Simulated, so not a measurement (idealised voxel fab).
This is a process module. Its name is voxel transistor to metal.
Pictured: cross-section cut, 195 nm wide, on a grid of 5 nm square cells.
Format of a cross-section: grid, square cells. Given as bands. Order: top down. Band: one or more rows of cells. A band entry consists of two parts. The first gives the height of the band's top and the height of its bottom, in nm. The rest lists the band's materials from left to right, each with its width in nm. A single material labelled with the word "edge to edge" fills the band from edge to edge, and the word "empty" marks empty space. Convention: height 0 is the level below which the wafer, as received, is all one material. The lowest band does not terminate at the bottom but continues downward, represented as "0..down". Think of "30..40" as a width that walks from the first number to the second as you go down the band, top row to bottom row, taking equal-sized steps from row to row. No cell of the cross-section changed in a step that is given as "no modification". Fully sealed cavities: empty space of 8 cells or more with no open way to the top, each as width x height at its distance from the left edge, in nm. It should be noted that, on the line of a given step, the content following the step's settings is a remark produced by the simulator itself with respect to that step. overlay nm: right-of-plan distance of the mask on a masked step; negative values mean left-of-plan.

**The steps planned for the process are as follows**
1 RECEIVE: material Si
2 OXIDIZE: depth nm 5
3 CONFORMAL_DEP: material SiN, thk nm 10
4 PATTERN: tone cover, mask id ACTIVE, material resist, width nm 115, thk nm 20, overlay nm 0
5 DIRECTIONAL_ETCH: etch materials SiN, depth nm 10
6 DIRECTIONAL_ETCH: etch materials SiO2, depth nm 5
7 DIRECTIONAL_ETCH: etch materials Si, depth nm 35
8 STRIP: etch materials resist
9 FILL_DEP: material SiO2, thk nm 5
10 CMP: height nm 10
11 SELECTIVE_ETCH: etch materials SiO2, depth nm 10
12 STRIP: etch materials SiN
13 SELECTIVE_ETCH: etch materials SiO2, depth nm 5
14 OXIDIZE: depth nm 5
15 DIRECTIONAL_DEP: material polySi, thk nm 20
16 DIRECTIONAL_DEP: material SiCN, thk nm 10
17 MASKED_ETCH: tone cover, mask id GATE, width nm 25, etch materials SiCN, depth nm 20, overlay nm 0
18 MASKED_ETCH: tone cover, mask id GATE, width nm 25, etch materials polySi, depth nm 30, overlay nm 0
19 CONFORMAL_DEP: material SiN, thk nm 10
20 DIRECTIONAL_ETCH: etch materials SiN, depth nm 10
21 DIRECTIONAL_ETCH: etch materials SiO2, depth nm 5
22 DIRECTIONAL_ETCH: etch materials Si, depth nm 10
23 EPI: material SiGe, thk nm 10
24 FILL_DEP: material SiO2, thk nm 5
25 CMP: height nm 15
26 STRIP: etch materials polySi
27 SELECTIVE_ETCH: etch materials SiO2, depth nm 5
28 CONFORMAL_DEP: material HfO2, thk nm 5
29 CONFORMAL_DEP: material TiN, thk nm 5
30 FILL_DEP: material W, thk nm 10
31 CMP: height nm 10
32 DIRECTIONAL_DEP: material SiO2, thk nm 15
33 MASKED_ETCH: tone open, mask id CONTACT, width nm 20, pitch nm 75, etch materials SiO2, depth nm 35, overlay nm 0
34 CONFORMAL_DEP: material TiN, thk nm 5
35 FILL_DEP: material W, thk nm 10
36 CMP: height nm 25
37 DIRECTIONAL_DEP: material TiN, thk nm 5
38 DIRECTIONAL_DEP: material W, thk nm 20
39 PATTERN: tone cover, mask id METAL_1, material resist, width nm 20, pitch nm 75, thk nm 15, overlay nm 0
40 DIRECTIONAL_ETCH: etch materials W, depth nm 20
41 DIRECTIONAL_ETCH: etch materials TiN, depth nm 5
42 STRIP: etch materials resist
43 CONFORMAL_DEP: material SiN, thk nm 5
44 FILL_DEP: material lowk, thk nm 5
45 CMP: height nm 50
46 CONFORMAL_DEP: material SiCN, thk nm 5

**Cross-section, incoming material, after step 1**
	0..down  Si edge to edge
	Fully sealed cavities: none

**Module complete - cross-section of the first of two wafers, run according to plan**
	55..50  SiCN edge to edge
	50..30  45 nm lowk, then 5 nm SiN, then 20 nm W, then 5 nm SiN, then 45 nm lowk, then 5 nm SiN, then 20 nm W, then 5 nm SiN, then 45 nm lowk
	30..25  50 nm SiN, then 20 nm TiN, then 55 nm SiN, then 20 nm TiN, then 50 nm SiN
	25..10  50 nm SiO2, then 5 nm TiN, then 10 nm W, then 5 nm TiN, then 55 nm SiO2, then 5 nm TiN, then 10 nm W, then 5 nm TiN, then 50 nm SiO2
	10..0  50 nm SiO2, then 5 nm TiN, then 10..5 nm W, then 5..10 nm TiN, then 5 nm SiO2, then 10 nm SiN, then 5 nm HfO2, then 5 nm TiN, then 5 nm W, then 5 nm TiN, then 5 nm HfO2, then 10 nm SiN, then 5 nm SiO2, then 5..10 nm TiN, then 10..5 nm W, then 5 nm TiN, then 50 nm SiO2
	0..-5  50 nm SiO2, then 5 nm TiN, then 5 nm W, then 5 nm TiN, then 10 nm SiGe, then 10 nm SiN, then 5 nm HfO2, then 15 nm TiN, then 5 nm HfO2, then 10 nm SiN, then 10 nm SiGe, then 5 nm TiN, then 5 nm W, then 5 nm TiN, then 50 nm SiO2
	-5..-10  50 nm SiO2, then 15 nm TiN, then 10 nm SiGe, then 5 nm SiO2, then 35 nm HfO2, then 5 nm SiO2, then 10 nm SiGe, then 15 nm TiN, then 50 nm SiO2
	-10..-20  40 nm SiO2, then 35 nm SiGe, then 45 nm Si, then 35 nm SiGe, then 40 nm SiO2
	-20..-40  40 nm SiO2, then 115 nm Si, then 40 nm SiO2
	-40..down  Si edge to edge
	Fully sealed cavities: none

**Cross-sectional view: second of two wafers, end of module; start and plan identical to the first, one mistake in running**
	55..50  SiCN edge to edge
	50..30  45 nm lowk, then 5 nm SiN, then 25 nm W, then 5 nm SiN, then 40 nm lowk, then 5 nm SiN, then 25 nm W, then 5 nm SiN, then 40 nm lowk
	30..25  50 nm SiN, then 25 nm TiN, then 50 nm SiN, then 25 nm TiN, then 45 nm SiN
	25..10  50 nm SiO2, then 5 nm TiN, then 10 nm W, then 5 nm TiN, then 55 nm SiO2, then 5 nm TiN, then 10 nm W, then 5 nm TiN, then 50 nm SiO2
	10..0  50 nm SiO2, then 5 nm TiN, then 10..5 nm W, then 5..10 nm TiN, then 5 nm SiO2, then 10 nm SiN, then 5 nm HfO2, then 5 nm TiN, then 5 nm W, then 5 nm TiN, then 5 nm HfO2, then 10 nm SiN, then 5 nm SiO2, then 5..10 nm TiN, then 10..5 nm W, then 5 nm TiN, then 50 nm SiO2
	0..-5  50 nm SiO2, then 5 nm TiN, then 5 nm W, then 5 nm TiN, then 10 nm SiGe, then 10 nm SiN, then 5 nm HfO2, then 15 nm TiN, then 5 nm HfO2, then 10 nm SiN, then 10 nm SiGe, then 5 nm TiN, then 5 nm W, then 5 nm TiN, then 50 nm SiO2
	-5..-10  50 nm SiO2, then 15 nm TiN, then 10 nm SiGe, then 5 nm SiO2, then 35 nm HfO2, then 5 nm SiO2, then 10 nm SiGe, then 15 nm TiN, then 50 nm SiO2
	-10..-20  40 nm SiO2, then 35 nm SiGe, then 45 nm Si, then 35 nm SiGe, then 40 nm SiO2
	-20..-40  40 nm SiO2, then 115 nm Si, then 40 nm SiO2
	-40..down  Si edge to edge
	Fully sealed cavities: none
The mistake made against the process plan was this: off-plan run, step 39, actual operation and settings PATTERN: tone cover, mask id METAL_1, material resist, width nm 25, pitch nm 75, thk nm 15, overlay nm 0
Wrapping up, a cell-based count of both wafers puts the second over or under the first for these materials: 2 fewer of SiN; 2 more of TiN; 8 more of W; 8 fewer of lowk
